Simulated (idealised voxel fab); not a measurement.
Documented hereafter: the process module known as voxel transistor to metal.
Shown is cross-section cut, with a width of 295 nm and square cells of size 5 nm.
If you're reading a cross-section in this doc, picture square cells in a grid; it comes to you as bands, top ones listed first down to the bottom, and a band can be one or more rows of cells. Per band: top height and bottom height in nm, followed by the left-to-right materials and their widths in nm; "everywhere" marks a single material spanning edge to edge, "empty" marks empty space. Heights from 0 (as-received wafer is one material below). Bottom band endless downward, as "0 nm and below". Note: "30->40" means the width goes from the first number (top row of the band) to the second number (bottom row) in equal steps per row of cells. "everything unchanged" for a step: no cell of the cross-section changed in that step. Any empty space of 8 cells or more lacking an open way to the top shows up in "Voids, sealed" as width x height at distance, distance from the left edge, in nm. Step line, after settings: the simulator's comment on this step. The setting "overlay nm" may be written on the line of a step. When the step uses a mask, the value reports how far to the right of the planned place the mask lay, and a negative value reports that it lay to the left. Note on reading: below, each pair holds a cross-section from before one process step and one from after it; the one from after shows only down to the lowest band that changed. Beneath the pair, the step in between is stated along with its settings. The pairs can stem from different runs of this module on the same starting wafer. Where a pair's entry headed "before" says so, and only there, that pair continues from the pair above it.

BEFORE
* 65 nm to 50 nm  35 nm resist, then 30 nm empty, then 35 nm resist, then 30 nm empty, then 35 nm resist, then 30 nm empty, then 35 nm resist, then 30 nm empty, then 35 nm resist
* 50 nm to 40 nm  SiO2 everywhere
* 40 nm to 25 nm  65 nm SiO2, then 5 nm SiN, then 25 nm SiCN, then 5 nm SiN, then 95 nm SiO2, then 5 nm SiN, then 25 nm SiCN, then 5 nm SiN, then 65 nm SiO2
* 25 nm to 10 nm  65 nm SiO2, then 5 nm SiN, then 25 nm polySi, then 5 nm SiN, then 95 nm SiO2, then 5 nm SiN, then 25 nm polySi, then 5 nm SiN, then 65 nm SiO2
* 10 nm to 0 nm  50->30 nm SiO2, then 15->35 nm nSi, then 5 nm SiN, then 25 nm polySi, then 5 nm SiN, then 15->35 nm nSi, then 65->25 nm SiO2, then 15->35 nm nSi, then 5 nm SiN, then 25 nm polySi, then 5 nm SiN, then 15->35 nm nSi, then 50->30 nm SiO2
* 0 nm to -5 nm  25 nm SiO2, then 10 nm SiN, then 30 nm nSi, then 35 nm SiO2, then 30 nm nSi, then 10 nm SiN, then 15 nm SiO2, then 10 nm SiN, then 30 nm nSi, then 35 nm SiO2, then 30 nm nSi, then 10 nm SiN, then 25 nm SiO2
* -5 nm to -10 nm  40 nm SiO2, then 25 nm nSi, then 35 nm Si, then 25 nm nSi, then 45 nm SiO2, then 25 nm nSi, then 35 nm Si, then 25 nm nSi, then 40 nm SiO2
* -10 nm to -15 nm  35 nm SiO2, then 5 nm Si, then 25 nm nSi, then 35 nm Si, then 25 nm nSi, then 5 nm Si, then 35 nm SiO2, then 5 nm Si, then 25 nm nSi, then 35 nm Si, then 25 nm nSi, then 5 nm Si, then 35 nm SiO2
* -15 nm to -35 nm  35 nm SiO2, then 95 nm Si, then 35 nm SiO2, then 95 nm Si, then 35 nm SiO2
* -35 nm and below  Si everywhere
* Voids, sealed: none

RESULTING CROSS-SECTION
* 65 nm to 50 nm  35 nm resist, then 30 nm empty, then 35 nm resist, then 30 nm empty, then 35 nm resist, then 30 nm empty, then 35 nm resist, then 30 nm empty, then 35 nm resist
* 50 nm to 40 nm  35 nm SiO2, then 30 nm empty, then 35 nm SiO2, then 30 nm empty, then 35 nm SiO2, then 30 nm empty, then 35 nm SiO2, then 30 nm empty, then 35 nm SiO2
* 40 nm to 25 nm  35 nm SiO2, then 30 nm empty, then 5 nm SiN, then 25 nm SiCN, then 5 nm SiN, then 30 nm empty, then 35 nm SiO2, then 30 nm empty, then 5 nm SiN, then 25 nm SiCN, then 5 nm SiN, then 30 nm empty, then 35 nm SiO2
* 25 nm to 10 nm  35 nm SiO2, then 30 nm empty, then 5 nm SiN, then 25 nm polySi, then 5 nm SiN, then 30 nm empty, then 35 nm SiO2, then 30 nm empty, then 5 nm SiN, then 25 nm polySi, then 5 nm SiN, then 30 nm empty, then 35 nm SiO2
* 10 nm to 5 nm  35 nm SiO2, then 15 nm empty, then 15 nm nSi, then 5 nm SiN, then 25 nm polySi, then 5 nm SiN, then 15 nm nSi, then 15 nm empty, then 35 nm SiO2, then 15 nm empty, then 15 nm nSi, then 5 nm SiN, then 25 nm polySi, then 5 nm SiN, then 15 nm nSi, then 15 nm empty, then 35 nm SiO2
* Below 5 it's all the same as before, nothing changed down there.
* Voids, sealed: none
As a process note, the step between the before and after cross-sections shown above is op DIRECTIONAL_ETCH | etch materials SiO2 | depth nm 50

before: identical to the post-step cross-section of the immediately preceding pair.

RESULTING CROSS-SECTION
* 50 nm to 40 nm  35 nm SiO2, then 30 nm empty, then 35 nm SiO2, then 30 nm empty, then 35 nm SiO2, then 30 nm empty, then 35 nm SiO2, then 30 nm empty, then 35 nm SiO2
* Below 40 it's all the same as before, nothing changed down there.
* Voids, sealed: none
As a process note, the step between the before and after cross-sections shown above is op STRIP | etch materials resist

before: identical to the post-step cross-section of the immediately preceding pair.

RESULTING CROSS-SECTION
* 55 nm to 50 nm  40 nm TiN, then 20 nm empty, then 45 nm TiN, then 20 nm empty, then 45 nm TiN, then 20 nm empty, then 45 nm TiN, then 20 nm empty, then 40 nm TiN
* 50 nm to 40 nm  35 nm SiO2, then 5 nm TiN, then 20 nm empty, then 5 nm TiN, then 35 nm SiO2, then 5 nm TiN, then 20 nm empty, then 5 nm TiN, then 35 nm SiO2, then 5 nm TiN, then 20 nm empty, then 5 nm TiN, then 35 nm SiO2, then 5 nm TiN, then 20 nm empty, then 5 nm TiN, then 35 nm SiO2
* 40 nm to 25 nm  35 nm SiO2, then 5 nm TiN, then 20 nm empty, then 5 nm TiN, then 5 nm SiN, then 25 nm SiCN, then 5 nm SiN, then 5 nm TiN, then 20 nm empty, then 5 nm TiN, then 35 nm SiO2, then 5 nm TiN, then 20 nm empty, then 5 nm TiN, then 5 nm SiN, then 25 nm SiCN, then 5 nm SiN, then 5 nm TiN, then 20 nm empty, then 5 nm TiN, then 35 nm SiO2
* 25 nm to 15 nm  35 nm SiO2, then 5 nm TiN, then 20 nm empty, then 5 nm TiN, then 5 nm SiN, then 25 nm polySi, then 5 nm SiN, then 5 nm TiN, then 20 nm empty, then 5 nm TiN, then 35 nm SiO2, then 5 nm TiN, then 20 nm empty, then 5 nm TiN, then 5 nm SiN, then 25 nm polySi, then 5 nm SiN, then 5 nm TiN, then 20 nm empty, then 5 nm TiN, then 35 nm SiO2
* 15 nm to 10 nm  35 nm SiO2, then 5 nm TiN, then 5 nm empty, then 20 nm TiN, then 5 nm SiN, then 25 nm polySi, then 5 nm SiN, then 20 nm TiN, then 5 nm empty, then 5 nm TiN, then 35 nm SiO2, then 5 nm TiN, then 5 nm empty, then 20 nm TiN, then 5 nm SiN, then 25 nm polySi, then 5 nm SiN, then 20 nm TiN, then 5 nm empty, then 5 nm TiN, then 35 nm SiO2
* 10 nm to 5 nm  35 nm SiO2, then 15 nm TiN, then 15 nm nSi, then 5 nm SiN, then 25 nm polySi, then 5 nm SiN, then 15 nm nSi, then 15 nm TiN, then 35 nm SiO2, then 15 nm TiN, then 15 nm nSi, then 5 nm SiN, then 25 nm polySi, then 5 nm SiN, then 15 nm nSi, then 15 nm TiN, then 35 nm SiO2
* Below 5 it's all the same as before, nothing changed down there.
* Voids, sealed: none
As a process note, the step between the before and after cross-sections shown above is op CONFORMAL_DEP | material TiN | thk nm 5

before: identical to the post-step cross-section of the immediately preceding pair.

RESULTING CROSS-SECTION
* 60 nm to 55 nm  W everywhere
* 55 nm to 50 nm  40 nm TiN, then 20 nm W, then 45 nm TiN, then 20 nm W, then 45 nm TiN, then 20 nm W, then 45 nm TiN, then 20 nm W, then 40 nm TiN
* 50 nm to 40 nm  35 nm SiO2, then 5 nm TiN, then 20 nm W, then 5 nm TiN, then 35 nm SiO2, then 5 nm TiN, then 20 nm W, then 5 nm TiN, then 35 nm SiO2, then 5 nm TiN, then 20 nm W, then 5 nm TiN, then 35 nm SiO2, then 5 nm TiN, then 20 nm W, then 5 nm TiN, then 35 nm SiO2
* 40 nm to 25 nm  35 nm SiO2, then 5 nm TiN, then 20 nm W, then 5 nm TiN, then 5 nm SiN, then 25 nm SiCN, then 5 nm SiN, then 5 nm TiN, then 20 nm W, then 5 nm TiN, then 35 nm SiO2, then 5 nm TiN, then 20 nm W, then 5 nm TiN, then 5 nm SiN, then 25 nm SiCN, then 5 nm SiN, then 5 nm TiN, then 20 nm W, then 5 nm TiN, then 35 nm SiO2
* 25 nm to 15 nm  35 nm SiO2, then 5 nm TiN, then 20 nm W, then 5 nm TiN, then 5 nm SiN, then 25 nm polySi, then 5 nm SiN, then 5 nm TiN, then 20 nm W, then 5 nm TiN, then 35 nm SiO2, then 5 nm TiN, then 20 nm W, then 5 nm TiN, then 5 nm SiN, then 25 nm polySi, then 5 nm SiN, then 5 nm TiN, then 20 nm W, then 5 nm TiN, then 35 nm SiO2
* 15 nm to 10 nm  35 nm SiO2, then 5 nm TiN, then 5 nm W, then 20 nm TiN, then 5 nm SiN, then 25 nm polySi, then 5 nm SiN, then 20 nm TiN, then 5 nm W, then 5 nm TiN, then 35 nm SiO2, then 5 nm TiN, then 5 nm W, then 20 nm TiN, then 5 nm SiN, then 25 nm polySi, then 5 nm SiN, then 20 nm TiN, then 5 nm W, then 5 nm TiN, then 35 nm SiO2
* Below 10 it's all the same as before, nothing changed down there.
* Voids, sealed: none
As a process note, the step between the before and after cross-sections shown above is op FILL_DEP | material W | thk nm 5

before: identical to the post-step cross-section of the immediately preceding pair.

RESULTING CROSS-SECTION
* 50 nm to 40 nm  35 nm SiO2, then 5 nm TiN, then 20 nm W, then 5 nm TiN, then 35 nm SiO2, then 5 nm TiN, then 20 nm W, then 5 nm TiN, then 35 nm SiO2, then 5 nm TiN, then 20 nm W, then 5 nm TiN, then 35 nm SiO2, then 5 nm TiN, then 20 nm W, then 5 nm TiN, then 35 nm SiO2
* Below 40 it's all the same as before, nothing changed down there.
* Voids, sealed: none
As a process note, the step between the before and after cross-sections shown above is op CMP | height nm 50

before: identical to the post-step cross-section of the immediately preceding pair.

RESULTING CROSS-SECTION
* 55 nm to 50 nm  TiN everywhere
* Below 50 it's all the same as before, nothing changed down there.
* Voids, sealed: none
As a process note, the step between the before and after cross-sections shown above is op DIRECTIONAL_DEP | material TiN | thk nm 5

before: identical to the post-step cross-section of the immediately preceding pair.

RESULTING CROSS-SECTION
* 70 nm to 55 nm  Ru everywhere
* Below 55 it's all the same as before, nothing changed down there.
* Voids, sealed: none
As a process note, the step between the before and after cross-sections shown above is op DIRECTIONAL_DEP | material Ru | thk nm 15

before: identical to the post-step cross-section of the immediately preceding pair.

RESULTING CROSS-SECTION
* 70 nm to 55 nm  35 nm empty, then 15 nm Ru, then 65 nm empty, then 15 nm Ru, then 35 nm empty, then 15 nm Ru, then 65 nm empty, then 15 nm Ru, then 35 nm empty
* Below 55 it's all the same as before, nothing changed down there.
* Voids, sealed: none
As a process note, the step between the before and after cross-sections shown above is op MASKED_ETCH | tone cover | mask id METAL_1 | width nm 15 | etch materials Ru | depth nm 15 | overlay nm 0

before: identical to the post-step cross-section of the immediately preceding pair.

RESULTING CROSS-SECTION
* 70 nm to 55 nm  35 nm empty, then 15 nm Ru, then 65 nm empty, then 15 nm Ru, then 35 nm empty, then 15 nm Ru, then 65 nm empty, then 15 nm Ru, then 35 nm empty
* 55 nm to 50 nm  35 nm empty, then 15 nm TiN, then 65 nm empty, then 15 nm TiN, then 35 nm empty, then 15 nm TiN, then 65 nm empty, then 15 nm TiN, then 35 nm empty
* Below 50 it's all the same as before, nothing changed down there.
* Voids, sealed: none
As a process note, the step between the before and after cross-sections shown above is op MASKED_ETCH | tone cover | mask id METAL_1 | width nm 15 | etch materials TiN | depth nm 5 | overlay nm 0

before: identical to the post-step cross-section of the immediately preceding pair.

RESULTING CROSS-SECTION
* 75 nm to 70 nm  30 nm empty, then 25 nm SiN, then 55 nm empty, then 25 nm SiN, then 25 nm empty, then 25 nm SiN, then 55 nm empty, then 25 nm SiN, then 30 nm empty
* 70 nm to 55 nm  30 nm empty, then 5 nm SiN, then 15 nm Ru, then 5 nm SiN, then 55 nm empty, then 5 nm SiN, then 15 nm Ru, then 5 nm SiN, then 25 nm empty, then 5 nm SiN, then 15 nm Ru, then 5 nm SiN, then 55 nm empty, then 5 nm SiN, then 15 nm Ru, then 5 nm SiN, then 30 nm empty
* 55 nm to 50 nm  35 nm SiN, then 15 nm TiN, then 65 nm SiN, then 15 nm TiN, then 35 nm SiN, then 15 nm TiN, then 65 nm SiN, then 15 nm TiN, then 35 nm SiN
* Below 50 it's all the same as before, nothing changed down there.
* Voids, sealed: none
As a process note, the step between the before and after cross-sections shown above is op CONFORMAL_DEP | material SiN | thk nm 5

before: identical to the post-step cross-section of the immediately preceding pair.

RESULTING CROSS-SECTION
* 80 nm to 75 nm  SiO2 everywhere
* 75 nm to 70 nm  30 nm SiO2, then 25 nm SiN, then 55 nm SiO2, then 25 nm SiN, then 25 nm SiO2, then 25 nm SiN, then 55 nm SiO2, then 25 nm SiN, then 30 nm SiO2
* 70 nm to 55 nm  30 nm SiO2, then 5 nm SiN, then 15 nm Ru, then 5 nm SiN, then 55 nm SiO2, then 5 nm SiN, then 15 nm Ru, then 5 nm SiN, then 25 nm SiO2, then 5 nm SiN, then 15 nm Ru, then 5 nm SiN, then 55 nm SiO2, then 5 nm SiN, then 15 nm Ru, then 5 nm SiN, then 30 nm SiO2
* Below 55 it's all the same as before, nothing changed down there.
* Voids, sealed: none
As a process note, the step between the before and after cross-sections shown above is op FILL_DEP | material SiO2 | thk nm 5

before: identical to the post-step cross-section of the immediately preceding pair.

RESULTING CROSS-SECTION
* 70 nm to 55 nm  30 nm SiO2, then 5 nm SiN, then 15 nm Ru, then 5 nm SiN, then 55 nm SiO2, then 5 nm SiN, then 15 nm Ru, then 5 nm SiN, then 25 nm SiO2, then 5 nm SiN, then 15 nm Ru, then 5 nm SiN, then 55 nm SiO2, then 5 nm SiN, then 15 nm Ru, then 5 nm SiN, then 30 nm SiO2
* Below 55 it's all the same as before, nothing changed down there.
* Voids, sealed: none
As a process note, the step between the before and after cross-sections shown above is op CMP | height nm 70

before: identical to the post-step cross-section of the immediately preceding pair.

RESULTING CROSS-SECTION
* 75 nm to 70 nm  SiCN everywhere
* Below 70 it's all the same as before, nothing changed down there.
* Voids, sealed: none
As a process note, the step between the before and after cross-sections shown above is op CONFORMAL_DEP | material SiCN | thk nm 5

before: identical to the post-step cross-section of the immediately preceding pair.

RESULTING CROSS-SECTION
* 100 nm to 75 nm  SiO2 everywhere
* Below 75 it's all the same as before, nothing changed down there.
* Voids, sealed: none
As a process note, the step between the before and after cross-sections shown above is op DIRECTIONAL_DEP | material SiO2 | thk nm 25

before: identical to the post-step cross-section of the immediately preceding pair.

RESULTING CROSS-SECTION
* 110 nm to 100 nm  aC everywhere
* Below 100 it's all the same as before, nothing changed down there.
* Voids, sealed: none
As a process note, the step between the before and after cross-sections shown above is op DIRECTIONAL_DEP | material aC | thk nm 10

before: identical to the post-step cross-section of the immediately preceding pair.

RESULTING CROSS-SECTION
* 140 nm to 110 nm  35 nm resist, then 15 nm empty, then 115 nm resist, then 15 nm empty, then 115 nm resist
* Below 110 it's all the same as before, nothing changed down there.
* Voids, sealed: none
As a process note, the step between the before and after cross-sections shown above is op PATTERN | tone open | mask id METAL_2 | material resist | width nm 15 | pitch nm 130 | thk nm 30 | overlay nm 0

before: identical to the post-step cross-section of the immediately preceding pair.

RESULTING CROSS-SECTION
* 130 nm to 110 nm  35 nm resist, then 15 nm empty, then 115 nm resist, then 15 nm empty, then 115 nm resist
* 110 nm to 100 nm  35 nm aC, then 15 nm empty, then 115 nm aC, then 15 nm empty, then 115 nm aC
* Below 100 it's all the same as before, nothing changed down there.
* Voids, sealed: none
As a process note, the step between the before and after cross-sections shown above is op DIRECTIONAL_ETCH | etch materials aC | depth nm 10

before: identical to the post-step cross-section of the immediately preceding pair.

RESULTING CROSS-SECTION
* 110 nm to 100 nm  35 nm aC, then 15 nm empty, then 115 nm aC, then 15 nm empty, then 115 nm aC
* Below 100 it's all the same as before, nothing changed down there.
* Voids, sealed: none
As a process note, the step between the before and after cross-sections shown above is op STRIP | etch materials resist

before: identical to the post-step cross-section of the immediately preceding pair.

RESULTING CROSS-SECTION
* 110 nm to 100 nm  35 nm aC, then 15 nm empty, then 115 nm aC, then 15 nm empty, then 115 nm aC
* 100 nm to 85 nm  35 nm SiO2, then 15 nm empty, then 115 nm SiO2, then 15 nm empty, then 115 nm SiO2
* Below 85 it's all the same as before, nothing changed down there.
* Voids, sealed: none
As a process note, the step between the before and after cross-sections shown above is op DIRECTIONAL_ETCH | etch materials SiO2 | depth nm 15

before: identical to the post-step cross-section of the immediately preceding pair.

RESULTING CROSS-SECTION
* 100 nm to 85 nm  35 nm SiO2, then 15 nm empty, then 115 nm SiO2, then 15 nm empty, then 115 nm SiO2
* Below 85 it's all the same as before, nothing changed down there.
* Voids, sealed: none
As a process note, the step between the before and after cross-sections shown above is op STRIP | etch materials aC

before: identical to the post-step cross-section of the immediately preceding pair.

RESULTING CROSS-SECTION
* 100 nm to 75 nm  35 nm SiO2, then 15 nm empty, then 115 nm SiO2, then 15 nm empty, then 115 nm SiO2
* Below 75 it's all the same as before, nothing changed down there.
* Voids, sealed: none
As a process note, the step between the before and after cross-sections shown above is op MASKED_ETCH | tone open | mask id METAL_2_HOLES | width nm 15 | pitch nm 130 | etch materials SiO2 | depth nm 10 | overlay nm 0

before: identical to the post-step cross-section of the immediately preceding pair.

RESULTING CROSS-SECTION
* 100 nm to 75 nm  35 nm SiO2, then 15 nm empty, then 115 nm SiO2, then 15 nm empty, then 115 nm SiO2
* 75 nm to 70 nm  35 nm SiCN, then 15 nm empty, then 115 nm SiCN, then 15 nm empty, then 115 nm SiCN
* Below 70 it's all the same as before, nothing changed down there.
* Voids, sealed: none
As a process note, the step between the before and after cross-sections shown above is op MASKED_ETCH | tone open | mask id METAL_2_HOLES | width nm 15 | pitch nm 130 | etch materials SiCN | depth nm 5 | overlay nm 0

before: identical to the post-step cross-section of the immediately preceding pair.

RESULTING CROSS-SECTION
* 105 nm to 100 nm  40 nm TiN, then 5 nm empty, then 125 nm TiN, then 5 nm empty, then 120 nm TiN
* 100 nm to 75 nm  35 nm SiO2, then 5 nm TiN, then 5 nm empty, then 5 nm TiN, then 115 nm SiO2, then 5 nm TiN, then 5 nm empty, then 5 nm TiN, then 115 nm SiO2
* 75 nm to 70 nm  35 nm SiCN, then 15 nm TiN, then 115 nm SiCN, then 15 nm TiN, then 115 nm SiCN
* Below 70 it's all the same as before, nothing changed down there.
* Voids, sealed: none
As a process note, the step between the before and after cross-sections shown above is op CONFORMAL_DEP | material TiN | thk nm 5

before: identical to the post-step cross-section of the immediately preceding pair.

RESULTING CROSS-SECTION
* 115 nm to 105 nm  Ru everywhere
* 105 nm to 100 nm  40 nm TiN, then 5 nm Ru, then 125 nm TiN, then 5 nm Ru, then 120 nm TiN
* 100 nm to 75 nm  35 nm SiO2, then 5 nm TiN, then 5 nm Ru, then 5 nm TiN, then 115 nm SiO2, then 5 nm TiN, then 5 nm Ru, then 5 nm TiN, then 115 nm SiO2
* Below 75 it's all the same as before, nothing changed down there.
* Voids, sealed: none
As a process note, the step between the before and after cross-sections shown above is op FILL_DEP | material Ru | thk nm 10

before: identical to the post-step cross-section of the immediately preceding pair.

RESULTING CROSS-SECTION
* 100 nm to 75 nm  35 nm SiO2, then 5 nm TiN, then 5 nm Ru, then 5 nm TiN, then 115 nm SiO2, then 5 nm TiN, then 5 nm Ru, then 5 nm TiN, then 115 nm SiO2
* Below 75 it's all the same as before, nothing changed down there.
* Voids, sealed: none
As a process note, the step between the before and after cross-sections shown above is op CMP | height nm 100

before: identical to the post-step cross-section of the immediately preceding pair.

RESULTING CROSS-SECTION
* 105 nm to 100 nm  SiN everywhere
* Below 100 it's all the same as before, nothing changed down there.
* Voids, sealed: none
As a process note, the step between the before and after cross-sections shown above is op CONFORMAL_DEP | material SiN | thk nm 5

BEFORE
* 20 nm to 5 nm  30 nm empty, then 105 nm SiN, then 25 nm empty, then 105 nm SiN, then 30 nm empty
* 5 nm to 0 nm  SiO2 everywhere
* 0 nm to -35 nm  35 nm SiO2, then 95 nm Si, then 35 nm SiO2, then 95 nm Si, then 35 nm SiO2
* -35 nm and below  Si everywhere
* Voids, sealed: none

RESULTING CROSS-SECTION
* 20 nm to 5 nm  30 nm empty, then 105 nm SiN, then 25 nm empty, then 105 nm SiN, then 30 nm empty
* 5 nm to 0 nm  45 nm empty, then 75 nm SiO2, then 55 nm empty, then 75 nm SiO2, then 45 nm empty
* 0 nm to -10 nm  35 nm empty, then 95 nm Si, then 35 nm empty, then 95 nm Si, then 35 nm empty
* Below -10 it's all the same as before, nothing changed down there.
* Voids, sealed: none
As a process note, the step between the before and after cross-sections shown above is op SELECTIVE_ETCH | etch materials SiO2 | depth nm 15

before: identical to the post-step cross-section of the immediately preceding pair.

RESULTING CROSS-SECTION
* 5 nm to 0 nm  45 nm empty, then 75 nm SiO2, then 55 nm empty, then 75 nm SiO2, then 45 nm empty
* Below 0 it's all the same as before, nothing changed down there.
* Voids, sealed: none
As a process note, the step between the before and after cross-sections shown above is op STRIP | etch materials SiN

before: identical to the post-step cross-section of the immediately preceding pair.

RESULTING CROSS-SECTION
* 0 nm to -15 nm  35 nm empty, then 95 nm Si, then 35 nm empty, then 95 nm Si, then 35 nm empty
* Below -15 it's all the same as before, nothing changed down there.
* Voids, sealed: none
As a process note, the step between the before and after cross-sections shown above is op SELECTIVE_ETCH | etch materials SiO2 | depth nm 5

before: identical to the post-step cross-section of the immediately preceding pair.

RESULTING CROSS-SECTION
* 0 nm to -5 nm  35 nm empty, then 95 nm SiO2, then 35 nm empty, then 95 nm SiO2, then 35 nm empty
* -5 nm to -15 nm  35 nm empty, then 5 nm SiO2, then 85 nm Si, then 5 nm SiO2, then 35 nm empty, then 5 nm SiO2, then 85 nm Si, then 5 nm SiO2, then 35 nm empty
* -15 nm to -20 nm  40 nm SiO2, then 85 nm Si, then 45 nm SiO2, then 85 nm Si, then 40 nm SiO2
* Below -20 it's all the same as before, nothing changed down there.
* Voids, sealed: none
As a process note, the step between the before and after cross-sections shown above is op OXIDIZE | depth nm 5

before: identical to the post-step cross-section of the immediately preceding pair.

RESULTING CROSS-SECTION
* 25 nm to 10 nm  35 nm empty, then 95 nm polySi, then 35 nm empty, then 95 nm polySi, then 35 nm empty
* 10 nm to 0 nm  polySi everywhere
* 0 nm to -5 nm  35 nm polySi, then 95 nm SiO2, then 35 nm polySi, then 95 nm SiO2, then 35 nm polySi
* -5 nm to -15 nm  35 nm polySi, then 5 nm SiO2, then 85 nm Si, then 5 nm SiO2, then 35 nm polySi, then 5 nm SiO2, then 85 nm Si, then 5 nm SiO2, then 35 nm polySi
* Below -15 it's all the same as before, nothing changed down there.
* Voids, sealed: none
As a process note, the step between the before and after cross-sections shown above is op DIRECTIONAL_DEP | material polySi | thk nm 25

before: identical to the post-step cross-section of the immediately preceding pair.

RESULTING CROSS-SECTION
* 40 nm to 25 nm  35 nm empty, then 95 nm SiCN, then 35 nm empty, then 95 nm SiCN, then 35 nm empty
* 25 nm to 10 nm  35 nm SiCN, then 95 nm polySi, then 35 nm SiCN, then 95 nm polySi, then 35 nm SiCN
* Below 10 it's all the same as before, nothing changed down there.
* Voids, sealed: none
As a process note, the step between the before and after cross-sections shown above is op DIRECTIONAL_DEP | material SiCN | thk nm 15

before: identical to the post-step cross-section of the immediately preceding pair.

RESULTING CROSS-SECTION
* 50 nm to 40 nm  35 nm empty, then 95 nm aC, then 35 nm empty, then 95 nm aC, then 35 nm empty
* 40 nm to 35 nm  35 nm empty, then 95 nm SiCN, then 35 nm empty, then 95 nm SiCN, then 35 nm empty
* 35 nm to 25 nm  35 nm aC, then 95 nm SiCN, then 35 nm aC, then 95 nm SiCN, then 35 nm aC
* Below 25 it's all the same as before, nothing changed down there.
* Voids, sealed: none
As a process note, the step between the before and after cross-sections shown above is op DIRECTIONAL_DEP | material aC | thk nm 10

before: identical to the post-step cross-section of the immediately preceding pair.

RESULTING CROSS-SECTION
* 75 nm to 50 nm  70 nm empty, then 25 nm resist, then 105 nm empty, then 25 nm resist, then 70 nm empty
* Below 50 it's all the same as before, nothing changed down there.
* Voids, sealed: none
As a process note, the step between the before and after cross-sections shown above is op PATTERN | tone cover | mask id GATE | material resist | width nm 25 | pitch nm 130 | thk nm 25 | overlay nm 0

before: identical to the post-step cross-section of the immediately preceding pair.

RESULTING CROSS-SECTION
* 65 nm to 50 nm  70 nm empty, then 25 nm resist, then 105 nm empty, then 25 nm resist, then 70 nm empty
* 50 nm to 40 nm  70 nm empty, then 25 nm aC, then 105 nm empty, then 25 nm aC, then 70 nm empty
* 40 nm to 25 nm  35 nm empty, then 95 nm SiCN, then 35 nm empty, then 95 nm SiCN, then 35 nm empty
* Below 25 it's all the same as before, nothing changed down there.
* Voids, sealed: none
As a process note, the step between the before and after cross-sections shown above is op DIRECTIONAL_ETCH | etch materials aC | depth nm 10

before: identical to the post-step cross-section of the immediately preceding pair.

RESULTING CROSS-SECTION
* 50 nm to 40 nm  70 nm empty, then 25 nm aC, then 105 nm empty, then 25 nm aC, then 70 nm empty
* Below 40 it's all the same as before, nothing changed down there.
* Voids, sealed: none
As a process note, the step between the before and after cross-sections shown above is op STRIP | etch materials resist

before: identical to the post-step cross-section of the immediately preceding pair.

RESULTING CROSS-SECTION
* 50 nm to 40 nm  70 nm empty, then 25 nm aC, then 105 nm empty, then 25 nm aC, then 70 nm empty
* 40 nm to 25 nm  70 nm empty, then 25 nm SiCN, then 105 nm empty, then 25 nm SiCN, then 70 nm empty
* 25 nm to 10 nm  35 nm empty, then 95 nm polySi, then 35 nm empty, then 95 nm polySi, then 35 nm empty
* Below 10 it's all the same as before, nothing changed down there.
* Voids, sealed: none
As a process note, the step between the before and after cross-sections shown above is op DIRECTIONAL_ETCH | etch materials SiCN | depth nm 25

before: identical to the post-step cross-section of the immediately preceding pair.

RESULTING CROSS-SECTION
* 50 nm to 40 nm  70 nm empty, then 25 nm aC, then 105 nm empty, then 25 nm aC, then 70 nm empty
* 40 nm to 25 nm  70 nm empty, then 25 nm SiCN, then 105 nm empty, then 25 nm SiCN, then 70 nm empty
* 25 nm to 0 nm  70 nm empty, then 25 nm polySi, then 105 nm empty, then 25 nm polySi, then 70 nm empty
* 0 nm to -5 nm  35 nm empty, then 95 nm SiO2, then 35 nm empty, then 95 nm SiO2, then 35 nm empty
* -5 nm to -15 nm  35 nm empty, then 5 nm SiO2, then 85 nm Si, then 5 nm SiO2, then 35 nm empty, then 5 nm SiO2, then 85 nm Si, then 5 nm SiO2, then 35 nm empty
* Below -15 it's all the same as before, nothing changed down there.
* Voids, sealed: none
As a process note, the step between the before and after cross-sections shown above is op DIRECTIONAL_ETCH | etch materials polySi | depth nm 35

before: identical to the post-step cross-section of the immediately preceding pair.

RESULTING CROSS-SECTION
* 40 nm to 25 nm  70 nm empty, then 25 nm SiCN, then 105 nm empty, then 25 nm SiCN, then 70 nm empty
* Below 25 it's all the same as before, nothing changed down there.
* Voids, sealed: none
As a process note, the step between the before and after cross-sections shown above is op STRIP | etch materials aC

before: identical to the post-step cross-section of the immediately preceding pair.

RESULTING CROSS-SECTION
* 45 nm to 40 nm  65 nm empty, then 35 nm SiN, then 95 nm empty, then 35 nm SiN, then 65 nm empty
* 40 nm to 25 nm  65 nm empty, then 5 nm SiN, then 25 nm SiCN, then 5 nm SiN, then 95 nm empty, then 5 nm SiN, then 25 nm SiCN, then 5 nm SiN, then 65 nm empty
* 25 nm to 5 nm  65 nm empty, then 5 nm SiN, then 25 nm polySi, then 5 nm SiN, then 95 nm empty, then 5 nm SiN, then 25 nm polySi, then 5 nm SiN, then 65 nm empty
* 5 nm to 0 nm  30 nm empty, then 40 nm SiN, then 25 nm polySi, then 40 nm SiN, then 25 nm empty, then 40 nm SiN, then 25 nm polySi, then 40 nm SiN, then 30 nm empty
* 0 nm to -5 nm  30 nm empty, then 5 nm SiN, then 95 nm SiO2, then 5 nm SiN, then 25 nm empty, then 5 nm SiN, then 95 nm SiO2, then 5 nm SiN, then 30 nm empty
* -5 nm to -10 nm  30 nm empty, then 5 nm SiN, then 5 nm SiO2, then 85 nm Si, then 5 nm SiO2, then 5 nm SiN, then 25 nm empty, then 5 nm SiN, then 5 nm SiO2, then 85 nm Si, then 5 nm SiO2, then 5 nm SiN, then 30 nm empty
* -10 nm to -15 nm  35 nm SiN, then 5 nm SiO2, then 85 nm Si, then 5 nm SiO2, then 35 nm SiN, then 5 nm SiO2, then 85 nm Si, then 5 nm SiO2, then 35 nm SiN
* Below -15 it's all the same as before, nothing changed down there.
* Voids, sealed: none
As a process note, the step between the before and after cross-sections shown above is op CONFORMAL_DEP | material SiN | thk nm 5

before: identical to the post-step cross-section of the immediately preceding pair.

RESULTING CROSS-SECTION
* 40 nm to 25 nm  65 nm empty, then 5 nm SiN, then 25 nm SiCN, then 5 nm SiN, then 95 nm empty, then 5 nm SiN, then 25 nm SiCN, then 5 nm SiN, then 65 nm empty
* 25 nm to 0 nm  65 nm empty, then 5 nm SiN, then 25 nm polySi, then 5 nm SiN, then 95 nm empty, then 5 nm SiN, then 25 nm polySi, then 5 nm SiN, then 65 nm empty
* 0 nm to -5 nm  30 nm empty, then 5 nm SiN, then 95 nm SiO2, then 5 nm SiN, then 25 nm empty, then 5 nm SiN, then 95 nm SiO2, then 5 nm SiN, then 30 nm empty
* -5 nm to -15 nm  30 nm empty, then 5 nm SiN, then 5 nm SiO2, then 85 nm Si, then 5 nm SiO2, then 5 nm SiN, then 25 nm empty, then 5 nm SiN, then 5 nm SiO2, then 85 nm Si, then 5 nm SiO2, then 5 nm SiN, then 30 nm empty
* Below -15 it's all the same as before, nothing changed down there.
* Voids, sealed: none
As a process note, the step between the before and after cross-sections shown above is op DIRECTIONAL_ETCH | etch materials SiN | depth nm 5
